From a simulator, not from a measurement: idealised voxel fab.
process module | voxel self aligned contacts
cross-section cut | 145 nm wide | cells 5 nm
A cross-section is a grid of square cells, given in bands from the top down. A band is one or more rows of cells.
Each band's line starts with the height of the band's top and of its bottom, in nm. Then come its materials from left to right, each with its width in nm. One material with "throughout" fills the band from edge to edge. "air" is empty space.
Height 0 is the level under which the wafer as received is all one material. The lowest band goes on downwards, as in "0 down".
A width such as "30 to 40" changes by the same amount from each row of cells to the next, from the band's top row to its bottom row.
"no change" after a step means that no cell of the cross-section changed.
closed voids: empty space of 8 cells or more with no open way to the top, each as width x height at its distance from the left edge, in nm
after a step's settings: what the simulator itself notes on the step
overlay nm, on a step with a mask: how far to the right of its planned place the mask lay; to the left if negative
plan
1 op RECEIVE | material Si
2 op CONFORMAL_DEP | material SiO2 | thk nm 5
3 op DIRECTIONAL_DEP | material polySi | thk nm 20
4 op DIRECTIONAL_DEP | material SiN | thk nm 25
5 op PATTERN | tone cover | mask id GATE | material resist | width nm 30 | pitch nm 70 | thk nm 15 | overlay nm 0
6 op DIRECTIONAL_ETCH | etch materials SiN | depth nm 15
7 op DIRECTIONAL_ETCH | etch materials polySi | depth nm 20
8 op STRIP | etch materials resist
9 op CONFORMAL_DEP | material SiN | thk nm 10
10 op DIRECTIONAL_ETCH | etch materials SiN | depth nm 10
11 op FILL_DEP | material SiO2 | thk nm 15
12 op CMP | height nm 55
13 op MASKED_ETCH | tone open | mask id CONTACT | width nm 50 | etch materials SiO2 | depth nm 55 | overlay nm 0
14 op CONFORMAL_DEP | material TiN | thk nm 5
15 op FILL_DEP | material W | thk nm 10
16 op CMP | height nm 55
17 op CONFORMAL_DEP | material SiCN | thk nm 5
varied across the wafers: depth nm of step 6. The plan shows the first wafer's value. All wafers start alike
first wafer as received, after step 1
  0 down: Si throughout
  closed voids: none
first wafer at the end, after step 17
  60 to 55: SiCN throughout
  55 to 50: SiO2 45 | TiN 20 | W 10 | TiN 20 | SiO2 50
  50 to 40: SiO2 10 | SiN 50 | TiN 5 | W 10 | TiN 5 | SiN 50 | SiO2 15
  40 to 35: SiO2 10 | SiN 50 | TiN 20 | SiN 50 | SiO2 15
  35 to 25: SiN throughout
  25 to 5: polySi throughout
  5 to 0: SiO2 throughout
  0 down: Si throughout
  closed voids: none
last wafer at the end
  60 to 55: SiCN throughout
  55 to 50: SiO2 45 | TiN 20 | W 10 | TiN 20 | SiO2 50
  50 to 25: SiO2 10 | SiN 50 | TiN 5 | W 10 | TiN 5 | SiN 50 | SiO2 15
  25 to 5: SiO2 10 | SiN 10 | polySi 30 | SiN 10 | TiN 5 | W 10 | TiN 5 | SiN 10 | polySi 30 | SiN 10 | SiO2 15
  5 to 0: SiO2 60 | TiN 20 | SiO2 65
  0 down: Si throughout
  closed voids: none
each wafer at the end: cells of each material gained (+) or lost (-) since it was received, then its closed voids
depth nm 15 | +29 SiCN | +118 SiN | +63 SiO2 | +16 TiN | +6 W | +116 polySi | closed voids: none
depth nm 20 | +29 SiCN | +109 SiN | +68 SiO2 | +18 TiN | +8 W | +116 polySi | closed voids: none
depth nm 25 | +29 SiCN | +132 SiN | +89 SiO2 | +30 TiN | +20 W | +48 polySi | closed voids: none
depth nm 30 | +29 SiCN | +132 SiN | +89 SiO2 | +30 TiN | +20 W | +48 polySi | closed voids: none
depth nm 35 | +29 SiCN | +132 SiN | +89 SiO2 | +30 TiN | +20 W | +48 polySi | closed voids: none
depth nm 40 | +29 SiCN | +132 SiN | +89 SiO2 | +30 TiN | +20 W | +48 polySi | closed voids: none
